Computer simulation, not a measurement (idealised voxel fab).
Presented below is a process module, voxel self aligned vias.
The figure presents cross-section cut, which has a width of 185 nm and is divided into square cells with an edge length of 5 nm.
Cross-section spec: square-cell grid; bands listed top down; each band is one or more rows.
Quick guide to a band line: top height, bottom height (nm) up front; then every material left to right with its width in nm. Only one material and it's marked "edge to edge"? Then it fills the band edge to edge. And "air" just means empty space.
Height datum 0, below which the as-received substrate wafer is one material. Lowest band open at the bottom, running downward: "0..down".
Per-row width for "30 to 40": begins at first number (top row of band), ends at second number (bottom row), increment between rows held constant.
Step note "remained the same" = no cross-section cell changed.
"Closed internal voids": sealed empty spaces, 8 cells or more, no open way to top, listed width x height at distance, with distance from the left edge and width, height and distance in nm.
Note: text after step settings on the step line = simulator remark on that step.
overlay nm: how far to the right of its planned place the mask lay on this masked step (negative: to the left).

# Steps planned for the process
1 RECEIVE with material Si
2 CONFORMAL_DEP with material SiO2, thk nm 15
3 CONFORMAL_DEP with material SiCN, thk nm 5
4 DIRECTIONAL_DEP with material SiO2, thk nm 30
5 DIRECTIONAL_DEP with material aC, thk nm 15
6 PATTERN with tone open, mask id LINES, material resist, width nm 30, pitch nm 70, thk nm 30, overlay nm 0
7 DIRECTIONAL_ETCH with etch materials aC, depth nm 15
8 STRIP with etch materials resist
9 DIRECTIONAL_ETCH with etch materials SiO2, depth nm 30
10 STRIP with etch materials aC
11 CONFORMAL_DEP with material TiN, thk nm 5
12 FILL_DEP with material W, thk nm 10
13 CMP with height nm 50
14 SELECTIVE_ETCH with etch materials W Ru TiN, depth nm 5
15 FILL_DEP with material SiN, thk nm 5
16 CMP with height nm 50
17 DIRECTIONAL_DEP with material SiO2, thk nm 15
18 MASKED_ETCH with tone open, mask id VIAS, width nm 40, pitch nm 70, etch materials SiO2, depth nm 15, overlay nm 0
19 MASKED_ETCH with tone open, mask id VIAS, width nm 40, pitch nm 70, etch materials SiN, depth nm 5, overlay nm 0
20 CONFORMAL_DEP with material TiN, thk nm 5
21 FILL_DEP with material W, thk nm 5
22 CMP with height nm 65
23 CONFORMAL_DEP with material SiCN, thk nm 5

# As-received wafer cross-section (after step 1)
0..down | Si edge to edge
Closed internal voids: none

# Run as planned - first of the two wafers cross-sectioned at the end of the module
70..65 | SiCN edge to edge
65..55 | 35 SiO2, then 5 TiN, then 30 W, then 5 TiN, then 30 SiO2, then 5 TiN, then 30 W, then 5 TiN, then 40 SiO2
55..50 | 35 SiO2, then 10 TiN, then 20 W, then 10 TiN, then 30 SiO2, then 10 TiN, then 20 W, then 10 TiN, then 40 SiO2
50..45 | 40 SiO2, then 30 TiN, then 40 SiO2, then 30 TiN, then 45 SiO2
45..25 | 40 SiO2, then 5 TiN, then 20 W, then 5 TiN, then 40 SiO2, then 5 TiN, then 20 W, then 5 TiN, then 45 SiO2
25..20 | 40 SiO2, then 30 TiN, then 40 SiO2, then 30 TiN, then 45 SiO2
20..15 | SiCN edge to edge
15..0 | SiO2 edge to edge
0..down | Si edge to edge
Closed internal voids: none

# Module end: cross-section of wafer two of two. Same start and process plan as the first wafer. One mistake during execution
70..65 | SiCN edge to edge
65..55 | 35 SiO2, then 5 TiN, then 30 W, then 5 TiN, then 30 SiO2, then 5 TiN, then 30 W, then 5 TiN, then 40 SiO2
55..50 | 35 SiO2, then 10 TiN, then 20 W, then 10 TiN, then 30 SiO2, then 10 TiN, then 20 W, then 10 TiN, then 40 SiO2
50..45 | 40 SiO2, then 30 TiN, then 40 SiO2, then 30 TiN, then 45 SiO2
45..25 | 40 SiO2, then 5 TiN, then 20 W, then 5 TiN, then 40 SiO2, then 5 TiN, then 20 W, then 5 TiN, then 45 SiO2
25..20 | 40 SiO2, then 30 TiN, then 40 SiO2, then 30 TiN, then 45 SiO2
20..5 | SiO2 edge to edge
5..0 | SiCN edge to edge
0..down | Si edge to edge
Closed internal voids: none
Finding, execution versus plan: step 3 occupied the plan position of step 2, and the converse holds as well
So at the finish, the second wafer's got exactly as many cells of each material as the first, just not in the same spots.
